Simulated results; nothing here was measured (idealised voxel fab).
The following is a process module called voxel capacitor over wiring.
We display cut, a cross-section 165 nm in width whose square cells are each 5 nm.
When this document writes out a cross-section, it uses a grid of square cells and lists it as bands, beginning at the top and moving down, with a band standing for one or more rows of cells.
A band entry consists of two parts. The first gives the height of the band's top and the height of its bottom, in nm. The rest lists the band's materials from left to right, each with its width in nm. A single material labelled with the word "everywhere" fills the band from edge to edge, and the word "blank" marks empty space.
Measure heights from 0. That's the level where, below it, the as-received wafer is all one material. The lowest band is bottomless and extends downward; write it as in "0 -> down".
Width "30..40": first value at the band's top row of cells, second value at its bottom row, equal change from row to row.
"remained the same" (step): cross-section cells unchanged, all of them.
The entry titled "Closed void table" provides the empty spaces that have no open way to the top, restricted to those of 8 cells or more. Each is presented as width x height at distance, the distance being measured from the left edge, with all three in nm.
On a step's line, text after the settings is the simulator commenting on that step.
overlay nm: how far to the right of its planned place the mask lay on this masked step (negative: to the left).
[plan]
1) RECEIVE | material Si
2) CONFORMAL_DEP | material SiO2 | thk nm 10
3) DIRECTIONAL_DEP | material TiN | thk nm 5
4) DIRECTIONAL_DEP | material W | thk nm 25
5) PATTERN | tone cover | mask id METAL_1 | material resist | width nm 30 | pitch nm 90 | thk nm 20 | overlay nm 0
6) DIRECTIONAL_ETCH | etch materials W | depth nm 25
7) DIRECTIONAL_ETCH | etch materials TiN | depth nm 5
8) STRIP | etch materials resist
9) FILL_DEP | material lowk | thk nm 10
10) CMP | height nm 40
11) CONFORMAL_DEP | material SiCN | thk nm 5
12) DIRECTIONAL_DEP | material lowk | thk nm 10
13) MASKED_ETCH | tone open | mask id PLUG_1 | width nm 15 | etch materials lowk | depth nm 10 | overlay nm 0
14) MASKED_ETCH | tone open | mask id PLUG_1 | width nm 15 | etch materials SiCN | depth nm 5 | overlay nm 0
15) CONFORMAL_DEP | material TiN | thk nm 5
16) FILL_DEP | material Ru | thk nm 5
17) CMP | height nm 55
18) DIRECTIONAL_DEP | material TiN | thk nm 10
19) DIRECTIONAL_DEP | material SiN | thk nm 5
20) DIRECTIONAL_DEP | material TiN | thk nm 10
21) DIRECTIONAL_DEP | material aC | thk nm 15
22) PATTERN | tone cover | mask id UPPER_PLATE | material resist | width nm 65 | thk nm 35 | overlay nm 0
23) DIRECTIONAL_ETCH | etch materials aC | depth nm 15
24) STRIP | etch materials resist
25) DIRECTIONAL_ETCH | etch materials TiN | depth nm 10
26) DIRECTIONAL_ETCH | etch materials SiN | depth nm 5
27) STRIP | etch materials aC
28) MASKED_ETCH | tone cover | mask id LOWER_PLATE | width nm 75 | etch materials TiN | depth nm 10 | overlay nm 0
29) FILL_DEP | material SiO2 | thk nm 20
30) CMP | height nm 95
31) PATTERN | tone open | mask id PLUG_2 | material resist | width nm 15 | thk nm 20 | overlay nm 0
32) DIRECTIONAL_ETCH | etch materials SiO2 | depth nm 15
33) STRIP | etch materials resist
34) CONFORMAL_DEP | material TiN | thk nm 5
35) FILL_DEP | material Ru | thk nm 10
36) CMP | height nm 95
37) CONFORMAL_DEP | material SiN | thk nm 5
[as received, after step 1]
> 0 -> down  Si everywhere
> Closed void table: none
[Post-module cross-section: identical start and plan to those above, one misstep in execution]
> 100 -> 95  SiN everywhere
> 95 -> 85  45 SiO2 / 5 TiN / 5 Ru / 5 TiN / 105 SiO2
> 85 -> 80  45 SiO2 / 15 TiN / 105 SiO2
> 80 -> 70  35 SiO2 / 65 TiN / 65 SiO2
> 70 -> 65  35 SiO2 / 65 SiN / 65 SiO2
> 65 -> 55  30 SiO2 / 75 TiN / 60 SiO2
> 55 -> 50  Ru everywhere
> 50 -> 45  40 TiN / 5 Ru / 120 TiN
> 45 -> 35  35 lowk / 5 TiN / 5 Ru / 5 TiN / 115 lowk
> 35 -> 30  35 SiCN / 15 TiN / 115 SiCN
> 30 -> 15  20 lowk / 30 W / 60 lowk / 30 W / 25 lowk
> 15 -> 10  20 lowk / 30 TiN / 60 lowk / 30 TiN / 25 lowk
> 10 -> 0  SiO2 everywhere
> 0 -> down  Si everywhere
> Closed void table: none
Error vs. plan: step 10 ran differently from the plan; actual operation with settings: CMP | height nm 30
